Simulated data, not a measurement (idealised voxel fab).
process module | voxel wiring stack
cross-section cut | 225 nm wide | cells 5 nm
A cross-section is a grid of square cells, given in bands from the top down. A band is one or more rows of cells.
Each band's line starts with the height of the band's top and of its bottom, in nm. Then come its materials from left to right, each with its width in nm. One material with "throughout" fills the band from edge to edge. "air" is empty space.
Height 0 is the level under which the wafer as received is all one material. The lowest band goes on downwards, as in "0 down".
A width such as "30 to 40" changes by the same amount from each row of cells to the next, from the band's top row to its bottom row.
"no change" after a step means that no cell of the cross-section changed.
closed voids: empty space of 8 cells or more with no open way to the top, each as width x height at its distance from the left edge, in nm
after a step's settings: what the simulator itself notes on the step
overlay nm, on a step with a mask: how far to the right of its planned place the mask lay; to the left if negative
plan
1 op RECEIVE | material Si
2 op CONFORMAL_DEP | material SiO2 | thk nm 10
3 op DIRECTIONAL_DEP | material TiN | thk nm 5
4 op DIRECTIONAL_DEP | material W | thk nm 20
5 op DIRECTIONAL_DEP | material aC | thk nm 15
6 op PATTERN | tone cover | mask id METAL_1 | material resist | width nm 30 | pitch nm 55 | thk nm 30 | overlay nm 0
7 op DIRECTIONAL_ETCH | etch materials aC | depth nm 15
8 op STRIP | etch materials resist
9 op DIRECTIONAL_ETCH | etch materials W | depth nm 20
10 op DIRECTIONAL_ETCH | etch materials TiN | depth nm 5
11 op STRIP | etch materials aC
12 op CONFORMAL_DEP | material SiCN | thk nm 5
13 op FILL_DEP | material lowk | thk nm 5
14 op CMP | height nm 35
15 op CONFORMAL_DEP | material SiCN | thk nm 5
16 op DIRECTIONAL_DEP | material SiO2 | thk nm 35
17 op DIRECTIONAL_DEP | material aC | thk nm 15
18 op PATTERN | tone open | mask id METAL_2 | material resist | width nm 30 | pitch nm 55 | thk nm 35 | overlay nm 0
19 op DIRECTIONAL_ETCH | etch materials aC | depth nm 15
20 op STRIP | etch materials resist
21 op DIRECTIONAL_ETCH | etch materials SiO2 | depth nm 20
22 op STRIP | etch materials aC
23 op DIRECTIONAL_DEP | material aC | thk nm 15
24 op PATTERN | tone open | mask id METAL_2_HOLES | material resist | width nm 15 | pitch nm 55 | thk nm 35 | overlay nm 0
25 op DIRECTIONAL_ETCH | etch materials aC | depth nm 15
26 op STRIP | etch materials resist
27 op DIRECTIONAL_ETCH | etch materials SiO2 | depth nm 15
28 op DIRECTIONAL_ETCH | etch materials SiCN | depth nm 5
29 op STRIP | etch materials aC
30 op CONFORMAL_DEP | material TiN | thk nm 5
31 op FILL_DEP | material Ru | thk nm 10
32 op CMP | height nm 75
33 op CONFORMAL_DEP | material SiCN | thk nm 5
34 op DIRECTIONAL_DEP | material lowk | thk nm 10
35 op DIRECTIONAL_DEP | material aC | thk nm 10
36 op PATTERN | tone open | mask id PLUG_2 | material resist | width nm 15 | pitch nm 55 | thk nm 30 | overlay nm 0
37 op DIRECTIONAL_ETCH | etch materials aC | depth nm 10
38 op STRIP | etch materials resist
39 op DIRECTIONAL_ETCH | etch materials lowk | depth nm 10
40 op DIRECTIONAL_ETCH | etch materials SiCN | depth nm 5
41 op STRIP | etch materials aC
42 op CONFORMAL_DEP | material TiN | thk nm 5
43 op FILL_DEP | material W | thk nm 10
44 op CMP | height nm 90
45 op DIRECTIONAL_DEP | material TiN | thk nm 5
46 op DIRECTIONAL_DEP | material Ru | thk nm 25
47 op DIRECTIONAL_DEP | material aC | thk nm 10
48 op PATTERN | tone cover | mask id METAL_3 | material resist | width nm 30 | pitch nm 55 | thk nm 25 | overlay nm 0
49 op DIRECTIONAL_ETCH | etch materials aC | depth nm 10
50 op STRIP | etch materials resist
51 op DIRECTIONAL_ETCH | etch materials Ru | depth nm 25
52 op DIRECTIONAL_ETCH | etch materials TiN | depth nm 5
53 op STRIP | etch materials aC
54 op CONFORMAL_DEP | material SiCN | thk nm 5
55 op FILL_DEP | material lowk | thk nm 10
56 op CMP | height nm 120
57 op CONFORMAL_DEP | material SiN | thk nm 5
varied across the wafers: overlay nm of step 24. The plan shows the first wafer's value. All wafers start alike
first wafer as received, after step 1
  0 down: Si throughout
  closed voids: none
first wafer at the end, after step 57
  125 to 120: SiN throughout
  120 to 95: lowk 10 | SiCN 5 | Ru 30 | SiCN 5 | lowk 15 | SiCN 5 | Ru 30 | SiCN 5 | lowk 15 | SiCN 5 | Ru 30 | SiCN 5 | lowk 15 | SiCN 5 | Ru 30 | SiCN 5 | lowk 10
  95 to 90: SiCN 15 | TiN 30 | SiCN 25 | TiN 30 | SiCN 25 | TiN 30 | SiCN 25 | TiN 30 | SiCN 15
  90 to 80: lowk 15 | TiN 5 | W 5 | TiN 5 | lowk 40 | TiN 5 | W 5 | TiN 5 | lowk 40 | TiN 5 | W 5 | TiN 5 | lowk 40 | TiN 5 | W 5 | TiN 5 | lowk 30
  80 to 75: SiCN 15 | TiN 15 | SiCN 40 | TiN 15 | SiCN 40 | TiN 15 | SiCN 40 | TiN 15 | SiCN 30
  75 to 60: SiO2 15 | TiN 5 | Ru 20 | TiN 5 | SiO2 25 | TiN 5 | Ru 20 | TiN 5 | SiO2 25 | TiN 5 | Ru 20 | TiN 5 | SiO2 25 | TiN 5 | Ru 20 | TiN 5 | SiO2 15
  60 to 55: SiO2 15 | TiN 5 | Ru 5 | TiN 20 | SiO2 25 | TiN 5 | Ru 5 | TiN 20 | SiO2 25 | TiN 5 | Ru 5 | TiN 20 | SiO2 25 | TiN 5 | Ru 5 | TiN 20 | SiO2 15
  55 to 40: SiO2 15 | TiN 5 | Ru 5 | TiN 5 | SiO2 40 | TiN 5 | Ru 5 | TiN 5 | SiO2 40 | TiN 5 | Ru 5 | TiN 5 | SiO2 40 | TiN 5 | Ru 5 | TiN 5 | SiO2 30
  40 to 35: SiCN 15 | TiN 15 | SiCN 40 | TiN 15 | SiCN 40 | TiN 15 | SiCN 40 | TiN 15 | SiCN 30
  35 to 15: lowk 10 | SiCN 5 | W 30 | SiCN 5 | lowk 15 | SiCN 5 | W 30 | SiCN 5 | lowk 15 | SiCN 5 | W 30 | SiCN 5 | lowk 15 | SiCN 5 | W 30 | SiCN 5 | lowk 10
  15 to 10: SiCN 15 | TiN 30 | SiCN 25 | TiN 30 | SiCN 25 | TiN 30 | SiCN 25 | TiN 30 | SiCN 15
  10 to 0: SiO2 throughout
  0 down: Si throughout
  closed voids: none
last wafer at the end
  125 to 120: SiN throughout
  120 to 95: lowk 10 | SiCN 5 | Ru 30 | SiCN 5 | lowk 15 | SiCN 5 | Ru 30 | SiCN 5 | lowk 15 | SiCN 5 | Ru 30 | SiCN 5 | lowk 15 | SiCN 5 | Ru 30 | SiCN 5 | lowk 10
  95 to 90: SiCN 15 | TiN 30 | SiCN 25 | TiN 30 | SiCN 25 | TiN 30 | SiCN 25 | TiN 30 | SiCN 15
  90 to 80: lowk 15 | TiN 5 | W 5 | TiN 5 | lowk 40 | TiN 5 | W 5 | TiN 5 | lowk 40 | TiN 5 | W 5 | TiN 5 | lowk 40 | TiN 5 | W 5 | TiN 5 | lowk 30
  80 to 75: SiCN 15 | TiN 15 | SiCN 40 | TiN 15 | SiCN 40 | TiN 15 | SiCN 40 | TiN 15 | SiCN 30
  75 to 60: SiO2 15 | TiN 5 | Ru 20 | TiN 5 | SiO2 25 | TiN 5 | Ru 20 | TiN 5 | SiO2 25 | TiN 5 | Ru 20 | TiN 5 | SiO2 25 | TiN 5 | Ru 20 | TiN 5 | SiO2 15
  60 to 55: SiO2 15 | TiN 20 | Ru 5 | TiN 5 | SiO2 25 | TiN 20 | Ru 5 | TiN 5 | SiO2 25 | TiN 20 | Ru 5 | TiN 5 | SiO2 25 | TiN 20 | Ru 5 | TiN 5 | SiO2 15
  55 to 40: SiO2 30 | TiN 5 | Ru 5 | TiN 5 | SiO2 40 | TiN 5 | Ru 5 | TiN 5 | SiO2 40 | TiN 5 | Ru 5 | TiN 5 | SiO2 40 | TiN 5 | Ru 5 | TiN 5 | SiO2 15
  40 to 35: SiCN 30 | TiN 15 | SiCN 40 | TiN 15 | SiCN 40 | TiN 15 | SiCN 40 | TiN 15 | SiCN 15
  35 to 15: lowk 10 | SiCN 5 | W 30 | SiCN 5 | lowk 15 | SiCN 5 | W 30 | SiCN 5 | lowk 15 | SiCN 5 | W 30 | SiCN 5 | lowk 15 | SiCN 5 | W 30 | SiCN 5 | lowk 10
  15 to 10: SiCN 15 | TiN 30 | SiCN 25 | TiN 30 | SiCN 25 | TiN 30 | SiCN 25 | TiN 30 | SiCN 15
  10 to 0: SiO2 throughout
  0 down: Si throughout
  closed voids: none
each wafer at the end: cells of each material gained (+) or lost (-) since it was received, then its closed voids
overlay nm 0 | +184 Ru | +180 SiCN | +45 SiN | +273 SiO2 | +156 TiN | +104 W | +183 lowk | closed voids: none
overlay nm 5 | +184 Ru | +180 SiCN | +45 SiN | +273 SiO2 | +156 TiN | +104 W | +183 lowk | closed voids: none
overlay nm 10 | +184 Ru | +180 SiCN | +45 SiN | +273 SiO2 | +156 TiN | +104 W | +183 lowk | closed voids: none
overlay nm 15 | +184 Ru | +180 SiCN | +45 SiN | +273 SiO2 | +156 TiN | +104 W | +183 lowk | closed voids: none
